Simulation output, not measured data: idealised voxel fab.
This is a process module. Its name is voxel self aligned vias.
It is cross-section cut that appears here, measuring 295 nm in width, its square cells being 5 nm in size.
Format of a cross-section: grid, square cells. Given as bands. Order: top down. Band: one or more rows of cells. Heads up on the band format: heights come first, top then bottom, in nm. After that it's the materials left to right, each with its width in nm. A single material flagged "all across" fills the whole band edge to edge, and "blank" means there's empty space there. Beneath 0, the wafer as received is one material, and that level is where height counting begins. The lowest band goes on downward without a bottom; it is written like "0 -> down". So if you see something like "30->40" for the width, read it as the top row of the band sitting at the first number and the bottom row at the second, with every row in between moving by the same amount as the last. Given "identical to before" for a step, no cell of the cross-section differs between before and after that step. So "Internal closed voids" is basically the list of trapped voids: any empty space of 8 cells or more that can't reach the top through an opening. They're written width x height at distance, the distance being from the left edge, and it's all nm. Formally, on a step line, whatever follows the settings is a remark that the simulator itself makes on the step. When a step includes a mask, the "overlay nm" setting on its line states how far to the right of its planned place that mask lay, and negative values state how far to the left.

# The following list gives the planned process steps
1: RECEIVE (material Si)
2: CONFORMAL_DEP (material SiO2; thk nm 10)
3: CONFORMAL_DEP (material SiCN; thk nm 5)
4: DIRECTIONAL_DEP (material lowk; thk nm 30)
5: DIRECTIONAL_DEP (material aC; thk nm 10)
6: PATTERN (tone open; mask id LINES; material resist; width nm 20; pitch nm 55; thk nm 25; overlay nm 0)
7: DIRECTIONAL_ETCH (etch materials aC; depth nm 10)
8: STRIP (etch materials resist)
9: DIRECTIONAL_ETCH (etch materials lowk; depth nm 30)
10: STRIP (etch materials aC)
11: CONFORMAL_DEP (material TiN; thk nm 5)
12: FILL_DEP (material Ru; thk nm 5)
13: CMP (height nm 45)
14: SELECTIVE_ETCH (etch materials W Ru TiN; depth nm 5)
15: FILL_DEP (material SiN; thk nm 5)
16: CMP (height nm 45)
17: DIRECTIONAL_DEP (material lowk; thk nm 15)
18: DIRECTIONAL_DEP (material aC; thk nm 15)
19: PATTERN (tone open; mask id VIAS; material resist; width nm 30; thk nm 30; overlay nm 0)
20: DIRECTIONAL_ETCH (etch materials aC; depth nm 15)
21: STRIP (etch materials resist)
22: DIRECTIONAL_ETCH (etch materials lowk; depth nm 15)
23: DIRECTIONAL_ETCH (etch materials SiN; depth nm 5)
24: STRIP (etch materials aC)
25: CONFORMAL_DEP (material TiN; thk nm 5)
26: FILL_DEP (material Cu; thk nm 5)
27: CMP (height nm 60)
28: CONFORMAL_DEP (material SiN; thk nm 5)

# Cross-section of the incoming wafer, state after step 1
> 0 -> down  Si all across
> Internal closed voids: none

# Cross-section taken at module completion on the first of two wafers; processed per the plan
> 65 -> 60  SiN all across
> 60 -> 50  lowk 105 nm | TiN 5 nm | Cu 20 nm | TiN 5 nm | lowk 160 nm
> 50 -> 45  lowk 105 nm | TiN 10 nm | Cu 10 nm | TiN 10 nm | lowk 160 nm
> 45 -> 40  lowk 110 nm | TiN 20 nm | lowk 35 nm | SiN 20 nm | lowk 110 nm
> 40 -> 20  lowk 110 nm | TiN 5 nm | Ru 10 nm | TiN 5 nm | lowk 35 nm | TiN 5 nm | Ru 10 nm | TiN 5 nm | lowk 110 nm
> 20 -> 15  lowk 110 nm | TiN 20 nm | lowk 35 nm | TiN 20 nm | lowk 110 nm
> 15 -> 10  SiCN all across
> 10 -> 0  SiO2 all across
> 0 -> down  Si all across
> Internal closed voids: none

# Cross-section, second wafer: same start as the first, same plan as the first, one mistake in running it; taken at the end of the module
> 65 -> 60  SiN all across
> 60 -> 45  lowk 105 nm | TiN 5 nm | Cu 20 nm | TiN 5 nm | lowk 160 nm
> 45 -> 40  SiN 105 nm | TiN 30 nm | SiN 160 nm
> 40 -> 35  lowk 110 nm | SiN 20 nm | lowk 35 nm | SiN 20 nm | lowk 110 nm
> 35 -> 20  lowk 110 nm | TiN 5 nm | Ru 10 nm | TiN 5 nm | lowk 35 nm | TiN 5 nm | Ru 10 nm | TiN 5 nm | lowk 110 nm
> 20 -> 15  lowk 110 nm | TiN 20 nm | lowk 35 nm | TiN 20 nm | lowk 110 nm
> 15 -> 10  SiCN all across
> 10 -> 0  SiO2 all across
> 0 -> down  Si all across
> Internal closed voids: none
Where did the run depart from the plan? off-plan run, step 13, actual operation and settings CMP (height nm 40)
Cell-count delta at end, second wafer over first, by material: Cu: 2 more; Ru: 4 fewer; SiN: 57 more; TiN: 4 fewer; lowk: 51 fewer
